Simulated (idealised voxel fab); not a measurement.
Module name: voxel ribs on slabs (process module)
Cross-section cut spans 295 nm and uses square cells 5 nm in size.
We lay out every cross-section as a grid of square cells and spell it out in bands from the top down, where one band means one or more rows of cells. Per band: top height and bottom height in nm, followed by the left-to-right materials and their widths in nm; "edge to edge" marks a single material spanning edge to edge, "air" marks empty space. Note: height 0 marks the level under which the wafer is uniformly one material as received. Lowest band unbounded below, written "from 0 down". You'd read "30 to 40" like this: the band's top row of cells is as wide as the first number, its bottom row is as wide as the second, and going down, every row changes width by the same amount as the row before did. Where a step carries "remained the same", the cross-section came out of it unchanged, cell for cell. "Enclosed cavities" means: voids of 8 cells or more that are shut off from the top with no open way through. Written width x height at distance, distance from the left edge, in nm. Text after the settings on a step's line: the simulator's own remark on that step. Steps that use a mask can have "overlay nm" on their line. It says how far the mask sat to the right of where it was meant to be. Negative means to the left.

# So here's the lineup of process steps we planned
| 1 | RECEIVE | material Si |
| 2 | DIRECTIONAL_DEP | material SiO2 | thk nm 30 |
| 3 | DIRECTIONAL_DEP | material SiN | thk nm 25 |
| 4 | DIRECTIONAL_DEP | material aC | thk nm 15 |
| 5 | PATTERN | tone cover | mask id RIB | material resist | width nm 15 | thk nm 30 | overlay nm 0 |
| 6 | DIRECTIONAL_ETCH | etch materials aC | depth nm 15 |
| 7 | STRIP | etch materials resist |
| 8 | DIRECTIONAL_ETCH | etch materials SiN | depth nm 20 |
| 9 | STRIP | etch materials aC |
| 10 | MASKED_ETCH | tone cover | mask id SLAB | width nm 55 | etch materials SiN | depth nm 5 | overlay nm 0 |
| 11 | FILL_DEP | material SiO2 | thk nm 30 |
| 12 | CMP | height nm 75 |
| 13 | DIRECTIONAL_DEP | material W | thk nm 5 |
| 14 | DIRECTIONAL_DEP | material aC | thk nm 15 |
| 15 | PATTERN | tone cover | mask id HEATER | material resist | width nm 25 | thk nm 30 | overlay nm 0 |
| 16 | DIRECTIONAL_ETCH | etch materials aC | depth nm 15 |
| 17 | STRIP | etch materials resist |
| 18 | DIRECTIONAL_ETCH | etch materials W | depth nm 5 |
| 19 | STRIP | etch materials aC |
| 20 | CONFORMAL_DEP | material SiN | thk nm 5 |

# As received (post step 1): cross-section
from 0 down | Si edge to edge
Enclosed cavities: none

# End-of-module cross-section of the first of two wafers, processed as planned
from 85 to 80 | air: 130 / SiN: 35 / air: 130
from 80 to 75 | SiN: 135 / W: 25 / SiN: 135
from 75 to 55 | SiO2 edge to edge
from 55 to 35 | SiO2: 140 / SiN: 15 / SiO2: 140
from 35 to 30 | SiO2: 120 / SiN: 55 / SiO2: 120
from 30 to 0 | SiO2 edge to edge
from 0 down | Si edge to edge
Enclosed cavities: none

# Wafer two, end of module, cross-section. Same start, same plan as wafer one. One mistake in the run
from 85 to 80 | air: 130 / SiN: 35 / air: 130
from 80 to 75 | SiN: 135 / W: 25 / SiN: 135
from 75 to 55 | SiO2 edge to edge
from 55 to 50 | SiO2: 120 / SiN: 20 / SiO2: 15 / SiN: 20 / SiO2: 120
from 50 to 35 | SiN: 140 / SiO2: 15 / SiN: 140
from 35 to 30 | SiN edge to edge
from 30 to 0 | SiO2 edge to edge
from 0 down | Si edge to edge
Enclosed cavities: none
Against the plan, the run slipped here: step 5 did not use the planned setting and instead ran as PATTERN | tone open | mask id RIB | material resist | width nm 15 | thk nm 30 | overlay nm 0
The final cell counts differ between the wafers, with the second having more or fewer of some materials than the first: SiN +212; SiO2 -212
